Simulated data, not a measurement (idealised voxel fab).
The following is a process module called voxel fin reveal.
Displayed cross-section: cut, width of 235 nm, square cells sized 5 nm.
This document writes a cross-section as a grid whose cells are square, and gives it as bands, listed from the top down; one or more rows of cells form a band. Quick guide to a band line: top height, bottom height (nm) up front; then every material left to right with its width in nm. Only one material and it's marked "throughout"? Then it fills the band edge to edge. And "empty" just means empty space. Height is counted from the level 0, under which the received wafer is composed throughout of one material. The lowest of the bands is not closed at the bottom but continues downward, in the notation "0 nm and below". Per-row width for "30 to 40": begins at first number (top row of band), ends at second number (bottom row), increment between rows held constant. It should be understood that the words "nothing altered", when stated for a given step, signify that the cross-section underwent no change in any of its cells during that step. "Trapped void list" specifies each empty space that is not open to the top and that occupies no fewer than 8 cells, using the form width x height at distance, the distance measured from the left edge and all three quantities in nm. Read whatever lies past the settings on a step's line as the simulator's own remark about the step. overlay nm: how far to the right of its planned place the mask lay on this masked step (negative: to the left).
Here's what the planned process steps look like
step 1: RECEIVE, material Si
step 2: CONFORMAL_DEP, material SiN, thk nm 5
step 3: PATTERN, tone cover, mask id FINS, material resist, width nm 15, pitch nm 40, thk nm 20, overlay nm 0
step 4: DIRECTIONAL_ETCH, etch materials SiN, depth nm 5
step 5: DIRECTIONAL_ETCH, etch materials Si, depth nm 40
step 6: STRIP, etch materials resist
step 7: FILL_DEP, material SiO2, thk nm 10
step 8: CMP, height nm 5
step 9: SELECTIVE_ETCH, etch materials SiO2, depth nm 30
step 10: STRIP, etch materials SiN
step 11: CONFORMAL_DEP, material SiO2, thk nm 5
The cross-section here shows the wafer as received, i.e. in its state after step 1
> 0 nm and below = Si throughout
> Trapped void list: none
End-of-module XS, first of two wafers, run as planned
> 5 nm to 0 nm = empty=45, then SiO2=25, then empty=15, then SiO2=25, then empty=15, then SiO2=25, then empty=15, then SiO2=25, then empty=45
> 0 nm to -20 nm = empty=45, then SiO2=5, then Si=15, then SiO2=5, then empty=15, then SiO2=5, then Si=15, then SiO2=5, then empty=15, then SiO2=5, then Si=15, then SiO2=5, then empty=15, then SiO2=5, then Si=15, then SiO2=5, then empty=45
> -20 nm to -40 nm = SiO2=50, then Si=15, then SiO2=25, then Si=15, then SiO2=25, then Si=15, then SiO2=25, then Si=15, then SiO2=50
> -40 nm and below = Si throughout
> Trapped void list: none
Second of two wafers, module complete, sectioned: it shares the first wafer's start and plan but was run with one mistake
> 5 nm to 0 nm = empty=55, then SiO2=25, then empty=15, then SiO2=25, then empty=15, then SiO2=25, then empty=15, then SiO2=25, then empty=35
> 0 nm to -20 nm = empty=55, then SiO2=5, then Si=15, then SiO2=5, then empty=15, then SiO2=5, then Si=15, then SiO2=5, then empty=15, then SiO2=5, then Si=15, then SiO2=5, then empty=15, then SiO2=5, then Si=15, then SiO2=5, then empty=35
> -20 nm to -40 nm = SiO2=60, then Si=15, then SiO2=25, then Si=15, then SiO2=25, then Si=15, then SiO2=25, then Si=15, then SiO2=40
> -40 nm and below = Si throughout
> Trapped void list: none
The plan and the run diverged here: step 3 did not use the planned setting and instead ran as PATTERN, tone cover, mask id FINS, material resist, width nm 15, pitch nm 40, thk nm 20, overlay nm 10
Tallied in cells, the final second wafer holds each material in the same quantity as the first, although not at the same places.
